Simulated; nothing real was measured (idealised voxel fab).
Module name: voxel released beams (process module)
For reference, the cross-section in this document is cut, with width 170 nm and square cells of 5 nm.
Cross-sections here: square-cell grids, written as top-down lists of bands, a band being one or more rows of cells. Basically the band line says how high the top is and how high the bottom is, in nm, and then what's in it from left to right, every material with its width in nm. Empty space shows up as "blank", and if a single material carries "everywhere" it runs the full band edge to edge. Height 0 is the level under which the wafer as received is all one material. The lowest band goes on downwards, as in "from 0 down". Think of "30 to 40" as a width that walks from the first number to the second as you go down the band, top row to bottom row, taking equal-sized steps from row to row. A step reported as "no modifications" is a step in which no cell of the cross-section changed. This entry, "Sealed void inventory", enumerates those empty regions of no fewer than 8 cells that possess no open connection to the top. Each region is reported in the form width x height at distance, the distance being taken from the left edge, with all three quantities expressed in nm. after a step's settings: what the simulator itself notes on the step. overlay nm, on a step with a mask: how far to the right of its planned place the mask lay; to the left if negative.
**Process steps (planned)**
1) RECEIVE with material Si
2) CONFORMAL_DEP with material Al2O3, thk nm 5
3) DIRECTIONAL_DEP with material SiO2, thk nm 10
4) DIRECTIONAL_DEP with material aC, thk nm 10
5) PATTERN with tone open, mask id ANCHOR, material resist, width nm 35, thk nm 25, overlay nm 0
6) DIRECTIONAL_ETCH with etch materials aC, depth nm 10
7) STRIP with etch materials resist
8) DIRECTIONAL_ETCH with etch materials SiO2, depth nm 10
9) STRIP with etch materials aC
10) CONFORMAL_DEP with material SiN, thk nm 10
11) DIRECTIONAL_DEP with material aC, thk nm 10
12) PATTERN with tone cover, mask id BEAM, material resist, width nm 90, thk nm 30, overlay nm 0
13) DIRECTIONAL_ETCH with etch materials aC, depth nm 10
14) STRIP with etch materials resist
15) DIRECTIONAL_ETCH with etch materials SiN, depth nm 10
16) STRIP with etch materials aC
17) STRIP with etch materials SiO2
**The following pertains to the first of two wafers, which was processed as planned**
**Wafer at receipt (post step 1), cross-section**
* from 0 down  Si everywhere
* Sealed void inventory: none
**Sectional view: wafer, after step 2**
* from 5 to 0  Al2O3 everywhere
* No changes below 0.
**Sectional view: wafer, after step 3**
* from 15 to 5  SiO2 everywhere
* No changes below 5.
**Sectional view: wafer, after step 4**
* from 25 to 15  aC everywhere
* No changes below 15.
**Sectional view: wafer, after step 5**
* from 50 to 25  resist (40), then blank (35), then resist (95)
* No changes below 25.
**Sectional view: wafer, after step 6**
* from 40 to 25  resist (40), then blank (35), then resist (95)
* from 25 to 15  aC (40), then blank (35), then aC (95)
* No changes below 15.
**Sectional view: wafer, after step 7**
* from 25 to 15  aC (40), then blank (35), then aC (95)
* No changes below 15.
**Sectional view: wafer, after step 8**
* from 25 to 15  aC (40), then blank (35), then aC (95)
* from 15 to 5  SiO2 (40), then blank (35), then SiO2 (95)
* No changes below 5.
**Sectional view: wafer, after step 9**
* from 15 to 5  SiO2 (40), then blank (35), then SiO2 (95)
* No changes below 5.
**Sectional view: wafer, after step 10**
* from 25 to 15  SiN (50), then blank (15), then SiN (105)
* from 15 to 5  SiO2 (40), then SiN (35), then SiO2 (95)
* No changes below 5.
**Sectional view: wafer, after step 11**
* from 35 to 25  aC (50), then blank (15), then aC (105)
* from 25 to 15  SiN (50), then aC (15), then SiN (105)
* No changes below 15.
**Sectional view: wafer, after step 12**
* from 65 to 35  blank (35), then resist (90), then blank (45)
* from 35 to 25  aC (50), then resist (15), then aC (105)
* No changes below 25.
**Sectional view: wafer, after step 13**
* from 55 to 35  blank (35), then resist (90), then blank (45)
* from 35 to 25  blank (35), then aC (15), then resist (15), then aC (60), then blank (45)
* No changes below 25.
**Sectional view: wafer, after step 14**
* from 35 to 25  blank (35), then aC (15), then blank (15), then aC (60), then blank (45)
* No changes below 25.
**Sectional view: wafer, after step 15**
* from 35 to 25  blank (35), then aC (15), then blank (15), then aC (60), then blank (45)
* from 25 to 15  blank (35), then SiN (15), then aC (15), then SiN (60), then blank (45)
* No changes below 15.
**Sectional view: wafer, after step 16**
* from 25 to 15  blank (35), then SiN (15), then blank (15), then SiN (60), then blank (45)
* No changes below 15.
**Sectional view: wafer, after step 17**
* from 25 to 15  blank (35), then SiN (15), then blank (15), then SiN (60), then blank (45)
* from 15 to 5  blank (40), then SiN (35), then blank (95)
* No changes below 5.
**Second Wafer (Identical Start and Plan, One Processing Error; Matches First Wafer Through Step 14)**
**Second wafer, section view, time point: scheduled end of step 15**
* from 35 to 25  blank (35), then aC (15), then blank (15), then aC (60), then blank (45)
* from 25 to 20  blank (35), then SiN (15), then aC (15), then SiN (60), then blank (45)
* No changes below 20.
**Second wafer, section view, time point: scheduled end of step 16**
* from 25 to 20  blank (35), then SiN (15), then blank (15), then SiN (60), then blank (45)
* from 20 to 15  SiN (50), then blank (15), then SiN (105)
* No changes below 15.
Second wafer, section view, time point: scheduled end of step 17: no modifications
Misprocessing identified: step 15 ran differently from the plan; actual operation with settings: DIRECTIONAL_ETCH with etch materials SiN, depth nm 5
Final comparison by cell count, materials where the second wafer has more or fewer than the first: SiN +16 | SiO2 +54
